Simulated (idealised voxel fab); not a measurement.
process module | voxel transistor to metal
This is section cut - it's 145 nm across, gridded in 5 nm square cells.
Throughout this document, each cross-section is represented as a grid of square cells and is presented as a sequence of bands enumerated from the top downward, where a band comprises one or more rows of cells. This entry defines a band. It first specifies the height of the band's top and the height of its bottom in nm, and then specifies the band's materials from left to right, stating each material with its width in nm. The word "full width" identifies a single material that fills the band from edge to edge, while the word "empty" identifies empty space. Below 0: as-received wafer, all one material; heights counted from there. Lowest band: no bottom, goes on down, written "0 nm and below". Width: "30..40" (first number = top row, second number = bottom row, same change from row to row of cells). The cross-section has no changed cell in any step marked "same as before". Basically, "Closed void catalog" tells you about the enclosed voids: empty spaces with no open way to the top, 8 cells or bigger, each written width x height at distance, where distance is from the left edge, all in nm. Note: text after step settings on the step line = simulator remark on that step. Steps that use a mask can have "overlay nm" on their line. It says how far the mask sat to the right of where it was meant to be. Negative means to the left.
-- Steps planned for the process
- 1: RECEIVE with material Si
- 2: OXIDIZE with depth nm 5
- 3: CONFORMAL_DEP with material SiN, thk nm 10
- 4: DIRECTIONAL_DEP with material aC, thk nm 10
- 5: PATTERN with tone cover, mask id ACTIVE, material resist, width nm 115, thk nm 25, overlay nm 0
- 6: DIRECTIONAL_ETCH with etch materials aC, depth nm 10
- 7: STRIP with etch materials resist
- 8: DIRECTIONAL_ETCH with etch materials SiN, depth nm 10
- 9: DIRECTIONAL_ETCH with etch materials SiO2, depth nm 5
- 10: DIRECTIONAL_ETCH with etch materials Si, depth nm 20
- 11: STRIP with etch materials aC
- 12: FILL_DEP with material SiO2, thk nm 5
- 13: CMP with height nm 10
- 14: SELECTIVE_ETCH with etch materials SiO2, depth nm 5
- 15: STRIP with etch materials SiN
- 16: SELECTIVE_ETCH with etch materials SiO2, depth nm 5
- 17: OXIDIZE with depth nm 5
- 18: DIRECTIONAL_DEP with material polySi, thk nm 30
- 19: DIRECTIONAL_DEP with material SiCN, thk nm 15
- 20: PATTERN with tone cover, mask id GATE, material resist, width nm 25, thk nm 20, overlay nm 0
- 21: DIRECTIONAL_ETCH with etch materials SiCN, depth nm 25
- 22: DIRECTIONAL_ETCH with etch materials polySi, depth nm 40
- 23: STRIP with etch materials resist
- 24: CONFORMAL_DEP with material SiN, thk nm 5
- 25: DIRECTIONAL_ETCH with etch materials SiN, depth nm 5
- 26: DIRECTIONAL_ETCH with etch materials SiO2, depth nm 5
- 27: DIRECTIONAL_ETCH with etch materials Si, depth nm 10
- 28: EPI with material pSi, thk nm 10
- 29: FILL_DEP with material SiO2, thk nm 5
- 30: CMP with height nm 25
- 31: STRIP with etch materials polySi
- 32: SELECTIVE_ETCH with etch materials SiO2, depth nm 5
- 33: CONFORMAL_DEP with material HfO2, thk nm 5
- 34: CONFORMAL_DEP with material TiN, thk nm 5
- 35: FILL_DEP with material W, thk nm 10
- 36: CMP with height nm 20
- 37: DIRECTIONAL_DEP with material SiO2, thk nm 15
- 38: DIRECTIONAL_DEP with material aC, thk nm 15
- 39: PATTERN with tone open, mask id CONTACT, material resist, width nm 20, pitch nm 75, thk nm 35, overlay nm 0
- 40: DIRECTIONAL_ETCH with etch materials aC, depth nm 15
- 41: STRIP with etch materials resist
- 42: DIRECTIONAL_ETCH with etch materials SiO2, depth nm 45
- 43: STRIP with etch materials aC
- 44: CONFORMAL_DEP with material TiN, thk nm 5
- 45: FILL_DEP with material W, thk nm 10
- 46: CMP with height nm 35
- 47: CONFORMAL_DEP with material SiCN, thk nm 5
- 48: DIRECTIONAL_DEP with material lowk, thk nm 15
- 49: MASKED_ETCH with tone open, mask id METAL_1, width nm 20, pitch nm 75, etch materials lowk, depth nm 15, overlay nm 0
- 50: MASKED_ETCH with tone open, mask id METAL_1, width nm 20, pitch nm 75, etch materials SiCN, depth nm 5, overlay nm 0
- 51: CONFORMAL_DEP with material TiN, thk nm 5
- 52: FILL_DEP with material Ru, thk nm 10
- 53: CMP with height nm 55
- 54: EPI with material Ru, thk nm 5
- 55: FILL_DEP with material SiCN, thk nm 5
-- Incoming wafer in cross-section (state: after step 1)
  0 nm and below | Si full width
  Closed void catalog: none
-- End-of-module cross-section of the first of two wafers, processed as planned
  65 nm to 60 nm | SiCN full width
  60 nm to 55 nm | 20 nm SiCN, 30 nm Ru, 45 nm SiCN, 30 nm Ru, 20 nm SiCN
  55 nm to 40 nm | 25 nm lowk, 5 nm TiN, 10 nm Ru, 5 nm TiN, 55 nm lowk, 5 nm TiN, 10 nm Ru, 5 nm TiN, 25 nm lowk
  40 nm to 35 nm | 25 nm SiCN, 20 nm TiN, 55 nm SiCN, 20 nm TiN, 25 nm SiCN
  35 nm to 20 nm | 25 nm SiO2, 5 nm TiN, 10 nm W, 5 nm TiN, 55 nm SiO2, 5 nm TiN, 10 nm W, 5 nm TiN, 25 nm SiO2
  20 nm to 0 nm | 25 nm SiO2, 5 nm TiN, 10 nm W, 5 nm TiN, 10 nm SiO2, 5 nm SiN, 5 nm HfO2, 5 nm TiN, 5 nm W, 5 nm TiN, 5 nm HfO2, 5 nm SiN, 10 nm SiO2, 5 nm TiN, 10 nm W, 5 nm TiN, 25 nm SiO2
  0 nm to -5 nm | 10 nm SiO2, 5 nm SiN, 10 nm SiO2, 5 nm TiN, 10 nm W, 5 nm TiN, 10 nm pSi, 5 nm SiN, 5 nm HfO2, 15 nm TiN, 5 nm HfO2, 5 nm SiN, 10 nm pSi, 5 nm TiN, 10 nm W, 5 nm TiN, 10 nm SiO2, 5 nm SiN, 10 nm SiO2
  -5 nm to -10 nm | 25 nm SiO2, 20 nm TiN, 10 nm pSi, 35 nm HfO2, 10 nm pSi, 20 nm TiN, 25 nm SiO2
  -10 nm to -20 nm | 15 nm SiO2, 40 nm pSi, 35 nm Si, 40 nm pSi, 15 nm SiO2
  -20 nm to -25 nm | 15 nm SiO2, 115 nm Si, 15 nm SiO2
  -25 nm and below | Si full width
  Closed void catalog: none
-- Wafer two cross-section, module end. Start and plan unchanged from wafer one; one mistake made during the run
  65 nm to 60 nm | SiCN full width
  60 nm to 55 nm | 20 nm SiCN, 30 nm Ru, 45 nm SiCN, 30 nm Ru, 20 nm SiCN
  55 nm to 40 nm | 25 nm lowk, 5 nm TiN, 10 nm Ru, 5 nm TiN, 55 nm lowk, 5 nm TiN, 10 nm Ru, 5 nm TiN, 25 nm lowk
  40 nm to 35 nm | 25 nm SiCN, 20 nm TiN, 55 nm SiCN, 20 nm TiN, 25 nm SiCN
  35 nm to 25 nm | 25 nm SiO2, 5 nm TiN, 10 nm W, 5 nm TiN, 55 nm SiO2, 5 nm TiN, 10 nm W, 5 nm TiN, 25 nm SiO2
  25 nm to 20 nm | 25 nm SiO2, 20 nm TiN, 55 nm SiO2, 20 nm TiN, 25 nm SiO2
  20 nm to 5 nm | 50 nm W, 5 nm TiN, 5 nm HfO2, 5 nm SiN, 15 nm SiO2, 5 nm SiN, 5 nm HfO2, 5 nm TiN, 50 nm W
  5 nm to 0 nm | 15 nm TiN, 35 nm W, 5 nm TiN, 5 nm HfO2, 5 nm SiN, 15 nm SiO2, 5 nm SiN, 5 nm HfO2, 5 nm TiN, 35 nm W, 15 nm TiN
  0 nm to -5 nm | 10 nm HfO2, 45 nm TiN, 5 nm HfO2, 5 nm SiN, 15 nm pSi, 5 nm SiN, 5 nm HfO2, 45 nm TiN, 10 nm HfO2
  -5 nm to -10 nm | 5 nm SiO2, 60 nm HfO2, 15 nm pSi, 60 nm HfO2, 5 nm SiO2
  -10 nm to -20 nm | 15 nm SiO2, 50 nm Si, 15 nm pSi, 50 nm Si, 15 nm SiO2
  -20 nm to -25 nm | 15 nm SiO2, 115 nm Si, 15 nm SiO2
  -25 nm and below | Si full width
  Closed void catalog: none
What was done differently from what was planned? step 20: run off-plan, actual operation and settings PATTERN with tone open, mask id GATE, material resist, width nm 25, thk nm 20, overlay nm 0
FYI, end of process, the second wafer has more or fewer cells of some materials than the first: +21 HfO2 | +26 Si | -2 SiN | -60 SiO2 | -3 TiN | +46 W | -28 pSi
